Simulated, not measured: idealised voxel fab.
Documented hereafter: the process module known as voxel air gaps.
Displayed cross-section: cut, width of 155 nm, square cells sized 5 nm.
Cross-section, as written here: a square-cell grid given band by band from the top down, where a band holds one or more rows of cells. For a band, the entry starts with two heights in nm, that of the top and then that of the bottom, and carries on with the band's materials in order from left to right, each alongside its width in nm; the word "throughout" beside a single material means it fills the band edge to edge, and "blank" means empty space. Heights are expressed relative to 0, this being the level below which the as-received wafer comprises one material exclusively. The lowest band is unbounded in the downward direction and is denoted as in "0..down". Note: "30 to 40" means the width goes from the first number (top row of the band) to the second number (bottom row) in equal steps per row of cells. Take "nothing altered" at face value: in the step it is given for, the cross-section changed in none of its cells. Empty spaces counting at least 8 cells and having no open way to the top are listed in "Cavities, closed". The notation width x height at distance is used for each, the distance being from the left edge and all three values in nm. Step line, after settings: the simulator's comment on this step. The "overlay nm" setting may appear on a step's line; for a step that uses a mask, it gives how far to the right of its planned position the mask lay, and a negative value indicates the left.

-- This section lists the process steps that were planned
step 1: RECEIVE | material Si
step 2: CONFORMAL_DEP | material SiO2 | thk nm 10
step 3: CONFORMAL_DEP | material SiCN | thk nm 5
step 4: DIRECTIONAL_DEP | material lowk | thk nm 30
step 5: DIRECTIONAL_DEP | material aC | thk nm 10
step 6: PATTERN | tone open | mask id LINES | material resist | width nm 20 | pitch nm 45 | thk nm 25 | overlay nm 0
step 7: DIRECTIONAL_ETCH | etch materials aC | depth nm 10
step 8: STRIP | etch materials resist
step 9: DIRECTIONAL_ETCH | etch materials lowk | depth nm 30
step 10: STRIP | etch materials aC
step 11: CONFORMAL_DEP | material TiN | thk nm 5
step 12: FILL_DEP | material Cu | thk nm 5
step 13: CMP | height nm 45
step 14: EPI | material Ru | thk nm 10
step 15: SELECTIVE_ETCH | etch materials lowk | depth nm 40
step 16: CONFORMAL_DEP | material SiCN | thk nm 5

-- The first of the two wafers, which ran as planned

-- Cross-section of the wafer at receipt, which is the condition after step 1
* 0..down: Si throughout
* Cavities, closed: none

-- Upon completion of step 2, the wafer appears in cross-section as shown
* 10..0: SiO2 throughout
* Nothing below the height 0 has changed.

-- Upon completion of step 3, the wafer appears in cross-section as shown
* 15..10: SiCN throughout
* Nothing below the height 10 has changed.

-- Upon completion of step 4, the wafer appears in cross-section as shown
* 45..15: lowk throughout
* Nothing below the height 15 has changed.

-- Upon completion of step 5, the wafer appears in cross-section as shown
* 55..45: aC throughout
* Nothing below the height 45 has changed.

-- Upon completion of step 6, the wafer appears in cross-section as shown
* 80..55: resist 20 nm; blank 20 nm; resist 25 nm; blank 20 nm; resist 25 nm; blank 20 nm; resist 25 nm
* Nothing below the height 55 has changed.

-- Upon completion of step 7, the wafer appears in cross-section as shown
* 70..55: resist 20 nm; blank 20 nm; resist 25 nm; blank 20 nm; resist 25 nm; blank 20 nm; resist 25 nm
* 55..45: aC 20 nm; blank 20 nm; aC 25 nm; blank 20 nm; aC 25 nm; blank 20 nm; aC 25 nm
* Nothing below the height 45 has changed.

-- Upon completion of step 8, the wafer appears in cross-section as shown
* 55..45: aC 20 nm; blank 20 nm; aC 25 nm; blank 20 nm; aC 25 nm; blank 20 nm; aC 25 nm
* Nothing below the height 45 has changed.

-- Upon completion of step 9, the wafer appears in cross-section as shown
* 55..45: aC 20 nm; blank 20 nm; aC 25 nm; blank 20 nm; aC 25 nm; blank 20 nm; aC 25 nm
* 45..15: lowk 20 nm; blank 20 nm; lowk 25 nm; blank 20 nm; lowk 25 nm; blank 20 nm; lowk 25 nm
* Nothing below the height 15 has changed.

-- Upon completion of step 10, the wafer appears in cross-section as shown
* 45..15: lowk 20 nm; blank 20 nm; lowk 25 nm; blank 20 nm; lowk 25 nm; blank 20 nm; lowk 25 nm
* Nothing below the height 15 has changed.

-- Upon completion of step 11, the wafer appears in cross-section as shown
* 50..45: TiN 25 nm; blank 10 nm; TiN 35 nm; blank 10 nm; TiN 35 nm; blank 10 nm; TiN 30 nm
* 45..20: lowk 20 nm; TiN 5 nm; blank 10 nm; TiN 5 nm; lowk 25 nm; TiN 5 nm; blank 10 nm; TiN 5 nm; lowk 25 nm; TiN 5 nm; blank 10 nm; TiN 5 nm; lowk 25 nm
* 20..15: lowk 20 nm; TiN 20 nm; lowk 25 nm; TiN 20 nm; lowk 25 nm; TiN 20 nm; lowk 25 nm
* Nothing below the height 15 has changed.

-- Upon completion of step 12, the wafer appears in cross-section as shown
* 55..50: Cu throughout
* 50..45: TiN 25 nm; Cu 10 nm; TiN 35 nm; Cu 10 nm; TiN 35 nm; Cu 10 nm; TiN 30 nm
* 45..20: lowk 20 nm; TiN 5 nm; Cu 10 nm; TiN 5 nm; lowk 25 nm; TiN 5 nm; Cu 10 nm; TiN 5 nm; lowk 25 nm; TiN 5 nm; Cu 10 nm; TiN 5 nm; lowk 25 nm
* Nothing below the height 20 has changed.

-- Upon completion of step 13, the wafer appears in cross-section as shown
* 45..20: lowk 20 nm; TiN 5 nm; Cu 10 nm; TiN 5 nm; lowk 25 nm; TiN 5 nm; Cu 10 nm; TiN 5 nm; lowk 25 nm; TiN 5 nm; Cu 10 nm; TiN 5 nm; lowk 25 nm
* Nothing below the height 20 has changed.

-- Upon completion of step 14, the wafer appears in cross-section as shown
* 55..45: blank 10 nm; Ru 40 nm; blank 5 nm; Ru 40 nm; blank 5 nm; Ru 40 nm; blank 15 nm
* Nothing below the height 45 has changed.

-- Upon completion of step 15, the wafer appears in cross-section as shown
* 55..45: blank 10 nm; Ru 40 nm; blank 5 nm; Ru 40 nm; blank 5 nm; Ru 40 nm; blank 15 nm
* 45..20: blank 20 nm; TiN 5 nm; Cu 10 nm; TiN 5 nm; blank 25 nm; TiN 5 nm; Cu 10 nm; TiN 5 nm; blank 25 nm; TiN 5 nm; Cu 10 nm; TiN 5 nm; blank 25 nm
* 20..15: blank 20 nm; TiN 20 nm; blank 25 nm; TiN 20 nm; blank 25 nm; TiN 20 nm; blank 25 nm
* Nothing below the height 15 has changed.

-- Upon completion of step 16, the wafer appears in cross-section as shown
* 60..55: blank 5 nm; SiCN 140 nm; blank 10 nm
* 55..45: blank 5 nm; SiCN 5 nm; Ru 40 nm; SiCN 5 nm; Ru 40 nm; SiCN 5 nm; Ru 40 nm; SiCN 5 nm; blank 10 nm
* 45..40: blank 5 nm; SiCN 15 nm; TiN 5 nm; Cu 10 nm; TiN 5 nm; SiCN 25 nm; TiN 5 nm; Cu 10 nm; TiN 5 nm; SiCN 25 nm; TiN 5 nm; Cu 10 nm; TiN 5 nm; SiCN 15 nm; blank 10 nm
* 40..20: blank 15 nm; SiCN 5 nm; TiN 5 nm; Cu 10 nm; TiN 5 nm; SiCN 5 nm; blank 15 nm; SiCN 5 nm; TiN 5 nm; Cu 10 nm; TiN 5 nm; SiCN 5 nm; blank 15 nm; SiCN 5 nm; TiN 5 nm; Cu 10 nm; TiN 5 nm; SiCN 5 nm; blank 20 nm
* 20..15: SiCN 20 nm; TiN 20 nm; SiCN 25 nm; TiN 20 nm; SiCN 25 nm; TiN 20 nm; SiCN 25 nm
* Nothing below the height 15 has changed.
* Cavities, closed: 15 x 20 at 45; 15 x 20 at 90

-- It is to be noted that the second wafer proceeded from the same initial state and according to the same plan as the first, although one mistake was committed in its execution; through step 13, inclusive, the two wafers share an identical history

-- Cross-section of the second wafer when, according to plan, step 14 should have finished
* 65..45: Ru 150 nm; blank 5 nm
* Nothing below the height 45 has changed.

-- Cross-section of the second wafer when, according to plan, step 15 should have finished
* 65..45: Ru 150 nm; blank 5 nm
* 45..20: lowk 20 nm; TiN 5 nm; Cu 10 nm; TiN 5 nm; lowk 25 nm; TiN 5 nm; Cu 10 nm; TiN 5 nm; lowk 25 nm; TiN 5 nm; Cu 10 nm; TiN 5 nm; blank 25 nm
* 20..15: lowk 20 nm; TiN 20 nm; lowk 25 nm; TiN 20 nm; lowk 25 nm; TiN 20 nm; blank 25 nm
* Nothing below the height 15 has changed.

-- Cross-section of the second wafer when, according to plan, step 16 should have finished
* 70..65: SiCN throughout
* 65..45: Ru 150 nm; SiCN 5 nm
* 45..40: lowk 20 nm; TiN 5 nm; Cu 10 nm; TiN 5 nm; lowk 25 nm; TiN 5 nm; Cu 10 nm; TiN 5 nm; lowk 25 nm; TiN 5 nm; Cu 10 nm; TiN 5 nm; SiCN 25 nm
* 40..20: lowk 20 nm; TiN 5 nm; Cu 10 nm; TiN 5 nm; lowk 25 nm; TiN 5 nm; Cu 10 nm; TiN 5 nm; lowk 25 nm; TiN 5 nm; Cu 10 nm; TiN 5 nm; SiCN 5 nm; blank 20 nm
* 20..15: lowk 20 nm; TiN 20 nm; lowk 25 nm; TiN 20 nm; lowk 25 nm; TiN 20 nm; SiCN 25 nm
* Nothing below the height 15 has changed.
* Cavities, closed: 20 x 20 at 135
Where did the run depart from the plan? heads up, step 14 of the plan got done twice
The second wafer ends with more or fewer cells of some materials than the first, per final count: 72 more of Ru, 46 fewer of SiCN, 84 more of lowk
First wafer closed voids (final) = 2; second wafer closed voids (final) = 1.
